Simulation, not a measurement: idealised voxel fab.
Herein follows the process module entitled voxel lift off.
The cross-section on display is named cut; it measures 295 nm wide, and its cells are 5 nm squares.
Format of a cross-section: grid, square cells. Given as bands. Order: top down. Band: one or more rows of cells. Each band's line starts with the height of the band's top and of its bottom, in nm. Then come its materials from left to right, each with its width in nm. One material with "all across" fills the band from edge to edge. "blank" is empty space. A quick word on heights: they are counted from 0, and under that level the wafer as it came to us is one material throughout. The lowest band is different from the rest in having no bottom; it simply continues downward, written as in "top 0, no bottom". Top row gets the first number, bottom row gets the second, and each row in between changes by the same step: that is how a band width like "30 to 40" works. Where the words "remains unaltered" appear for a step, the cross-section shows no cell changed by that step; every cell remained as before. Any empty space of 8 cells or more lacking an open way to the top shows up in "Enclosed internal voids" as width x height at distance, distance from the left edge, in nm. It should be noted that, on the line of a given step, the content following the step's settings is a remark produced by the simulator itself with respect to that step. overlay nm: step with mask; distance mask lay right of planned place; negative value = left of planned place.

The process steps that were planned are listed below
1: RECEIVE, material Si
2: CONFORMAL_DEP, material SiN, thk nm 5
3: PATTERN, tone open, mask id LINES, material resist, width nm 25, pitch nm 55, thk nm 30, overlay nm 0
4: DIRECTIONAL_DEP, material Ru, thk nm 15
5: STRIP, etch materials resist
6: CONFORMAL_DEP, material SiN, thk nm 10

Cross-section of the wafer as it came to us, i.e., already through step 1
> top 0, no bottom = Si all across
> Enclosed internal voids: none

Run as planned - first of the two wafers cross-sectioned at the end of the module
> top 30, bottom 20 = 40 of blank / 45 of SiN / 10 of blank / 45 of SiN / 10 of blank / 45 of SiN / 10 of blank / 45 of SiN / 45 of blank
> top 20, bottom 15 = 40 of blank / 10 of SiN / 25 of Ru / 10 of SiN / 10 of blank / 10 of SiN / 25 of Ru / 10 of SiN / 10 of blank / 10 of SiN / 25 of Ru / 10 of SiN / 10 of blank / 10 of SiN / 25 of Ru / 10 of SiN / 45 of blank
> top 15, bottom 5 = 50 of SiN / 25 of Ru / 30 of SiN / 25 of Ru / 30 of SiN / 25 of Ru / 30 of SiN / 25 of Ru / 55 of SiN
> top 5, bottom 0 = SiN all across
> top 0, no bottom = Si all across
> Enclosed internal voids: none

End of module, second wafer, cross-section. Started like the first, planned like the first, run with one mistake
> top 35, bottom 20 = 35 of blank / 220 of SiN / 40 of blank
> top 20, bottom 5 = 50 of SiN / 25 of Ru / 30 of SiN / 25 of Ru / 30 of SiN / 25 of Ru / 30 of SiN / 25 of Ru / 55 of SiN
> top 5, bottom 0 = SiN all across
> top 0, no bottom = Si all across
> Enclosed internal voids: none
Deviation noted in wafer processing: step 6 did not use the planned setting and instead ran as CONFORMAL_DEP, material SiN, thk nm 15
In the final state, the cell counts of the second wafer exceed or fall short of those of the first for the following materials: 83 more of SiN
